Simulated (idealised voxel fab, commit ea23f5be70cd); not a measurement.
This section sets out a process module, namely voxel transistor to metal.
The figure presents cross-section cut, which has a width of 170 nm and is divided into square cells with an edge length of 5 nm.
If you're reading a cross-section in this doc, picture square cells in a grid; it comes to you as bands, top ones listed first down to the bottom, and a band can be one or more rows of cells.
For a band, the entry starts with two heights in nm, that of the top and then that of the bottom, and carries on with the band's materials in order from left to right, each alongside its width in nm; the word "all across" beside a single material means it fills the band edge to edge, and "empty" means empty space.
Counting heights begins at 0, where everything beneath is, in the wafer as received, one material. The lowest band has no bottom; it goes on downwards, as "0 down" shows.
Per-row width for "30..40": begins at first number (top row of band), ends at second number (bottom row), increment between rows held constant.
Step note "no alterations made" = no cross-section cell changed.
Look at "Sealed voids" for the closed voids: empty spaces with no open path to the top, sized 8 cells or up. Each is width x height at distance, distance from the left edge, all nm.
Formally, on a step line, whatever follows the settings is a remark that the simulator itself makes on the step.
overlay nm: for a step with a mask, the amount by which the mask lay right of where it was planned; a negative amount means left of it.

### Process steps (planned)
1. RECEIVE (material Si)
2. OXIDIZE (depth nm 5)
3. CONFORMAL_DEP (material SiN; thk nm 10)
4. MASKED_ETCH (tone cover; mask id ACTIVE; width nm 110; etch materials SiN; depth nm 10; overlay nm 0)
5. MASKED_ETCH (tone cover; mask id ACTIVE; width nm 110; etch materials SiO2; depth nm 5; overlay nm 0)
6. MASKED_ETCH (tone cover; mask id ACTIVE; width nm 110; etch materials Si; depth nm 20; overlay nm 0)
7. OXIDIZE (depth nm 5)
8. FILL_DEP (material SiO2; thk nm 15)
9. CMP (height nm 10)
10. SELECTIVE_ETCH (etch materials SiO2; depth nm 10)
11. STRIP (etch materials SiN)
12. SELECTIVE_ETCH (etch materials SiO2; depth nm 5)
13. OXIDIZE (depth nm 5)
14. DIRECTIONAL_DEP (material polySi; thk nm 20)
15. DIRECTIONAL_DEP (material SiCN; thk nm 10)
16. DIRECTIONAL_DEP (material aC; thk nm 15)
17. PATTERN (tone cover; mask id GATE; material resist; width nm 30; thk nm 35; overlay nm 0)
18. DIRECTIONAL_ETCH (etch materials aC; depth nm 15)
19. STRIP (etch materials resist)
20. DIRECTIONAL_ETCH (etch materials SiCN; depth nm 20)
21. DIRECTIONAL_ETCH (etch materials polySi; depth nm 30)
22. STRIP (etch materials aC)
23. CONFORMAL_DEP (material SiO2; thk nm 5)
24. DIRECTIONAL_ETCH (etch materials SiO2; depth nm 5)
25. CONFORMAL_DEP (material SiN; thk nm 5)
26. DIRECTIONAL_ETCH (etch materials SiN; depth nm 5)
27. DIRECTIONAL_ETCH (etch materials SiO2; depth nm 5)
28. DIRECTIONAL_ETCH (etch materials Si; depth nm 10)
29. EPI (material SiGe; thk nm 15)
30. FILL_DEP (material SiO2; thk nm 10)
31. CMP (height nm 15)
32. STRIP (etch materials polySi)
33. SELECTIVE_ETCH (etch materials SiO2; depth nm 5)
34. CONFORMAL_DEP (material HfO2; thk nm 5)
35. CONFORMAL_DEP (material TiN; thk nm 5)
36. FILL_DEP (material W; thk nm 5)
37. CMP (height nm 10)
38. DIRECTIONAL_DEP (material SiO2; thk nm 10)
39. MASKED_ETCH (tone open; mask id CONTACT; width nm 20; pitch nm 80; etch materials SiO2; depth nm 25; overlay nm 0)
40. CONFORMAL_DEP (material TiN; thk nm 5)
41. FILL_DEP (material W; thk nm 10)
42. CMP (height nm 20)
43. DIRECTIONAL_DEP (material TiN; thk nm 5)
44. DIRECTIONAL_DEP (material W; thk nm 20)
45. PATTERN (tone cover; mask id METAL_1; material resist; width nm 20; pitch nm 80; thk nm 20; overlay nm 0)
46. DIRECTIONAL_ETCH (etch materials W; depth nm 20)
47. DIRECTIONAL_ETCH (etch materials TiN; depth nm 5)
48. STRIP (etch materials resist)
49. CONFORMAL_DEP (material SiN; thk nm 5)
50. FILL_DEP (material lowk; thk nm 10)
51. CMP (height nm 45)
52. CONFORMAL_DEP (material SiN; thk nm 5)

### Cross-section of the incoming wafer, state after step 1
  0 down = Si all across
  Sealed voids: none

### Module complete - cross-section of the first of two wafers, run according to plan
  50 to 45 = SiN all across
  45 to 25 = lowk: 30, SiN: 5, W: 20, SiN: 5, lowk: 50, SiN: 5, W: 20, SiN: 5, lowk: 30
  25 to 20 = SiN: 35, TiN: 20, SiN: 60, TiN: 20, SiN: 35
  20 to 10 = SiO2: 35, TiN: 5, W: 10, TiN: 5, SiO2: 60, TiN: 5, W: 10, TiN: 5, SiO2: 35
  10 to 5 = SiO2: 35, TiN: 20, SiO2: 5, SiN: 5, HfO2: 5, TiN: 5, W: 20, TiN: 5, HfO2: 5, SiN: 5, SiO2: 5, TiN: 20, SiO2: 35
  5 to 0 = SiO2: 35, TiN: 10, SiGe: 15, SiN: 5, HfO2: 5, TiN: 5, W: 20, TiN: 5, HfO2: 5, SiN: 5, SiGe: 15, TiN: 10, SiO2: 35
  0 to -5 = SiO2: 35, TiN: 10, SiGe: 15, SiN: 5, HfO2: 5, TiN: 30, HfO2: 5, SiN: 5, SiGe: 15, TiN: 10, SiO2: 35
  -5 to -10 = SiO2: 30, SiGe: 30, SiO2: 5, HfO2: 40, SiO2: 5, SiGe: 30, SiO2: 30
  -10 to -20 = SiO2: 35, SiGe: 25, Si: 50, SiGe: 25, SiO2: 35
  -20 to -30 = SiO2: 35, Si: 100, SiO2: 35
  -30 down = Si all across
  Sealed voids: none

### Same start, same plan as the first wafer - but one mistake in the run. Cross-section of the second of the two at the end of the module
  50 to 45 = SiN all across
  45 to 25 = lowk: 25, SiN: 5, W: 20, SiN: 5, lowk: 50, SiN: 5, W: 20, SiN: 5, lowk: 35
  25 to 20 = SiN: 30, TiN: 20, SiN: 60, TiN: 20, SiN: 40
  20 to 10 = SiO2: 35, TiN: 5, W: 10, TiN: 5, SiO2: 60, TiN: 5, W: 10, TiN: 5, SiO2: 35
  10 to 5 = SiO2: 35, TiN: 20, SiO2: 5, SiN: 5, HfO2: 5, TiN: 5, W: 20, TiN: 5, HfO2: 5, SiN: 5, SiO2: 5, TiN: 20, SiO2: 35
  5 to 0 = SiO2: 35, TiN: 10, SiGe: 15, SiN: 5, HfO2: 5, TiN: 5, W: 20, TiN: 5, HfO2: 5, SiN: 5, SiGe: 15, TiN: 10, SiO2: 35
  0 to -5 = SiO2: 35, TiN: 10, SiGe: 15, SiN: 5, HfO2: 5, TiN: 30, HfO2: 5, SiN: 5, SiGe: 15, TiN: 10, SiO2: 35
  -5 to -10 = SiO2: 30, SiGe: 30, SiO2: 5, HfO2: 40, SiO2: 5, SiGe: 30, SiO2: 30
  -10 to -20 = SiO2: 35, SiGe: 25, Si: 50, SiGe: 25, SiO2: 35
  -20 to -30 = SiO2: 35, Si: 100, SiO2: 35
  -30 down = Si all across
  Sealed voids: none
So what did we get wrong on this run? step 45 off recipe, ran as PATTERN (tone cover; mask id METAL_1; material resist; width nm 20; pitch nm 80; thk nm 20; overlay nm -5)
Final state: per-material cell counts identical on both wafers; locations differ.
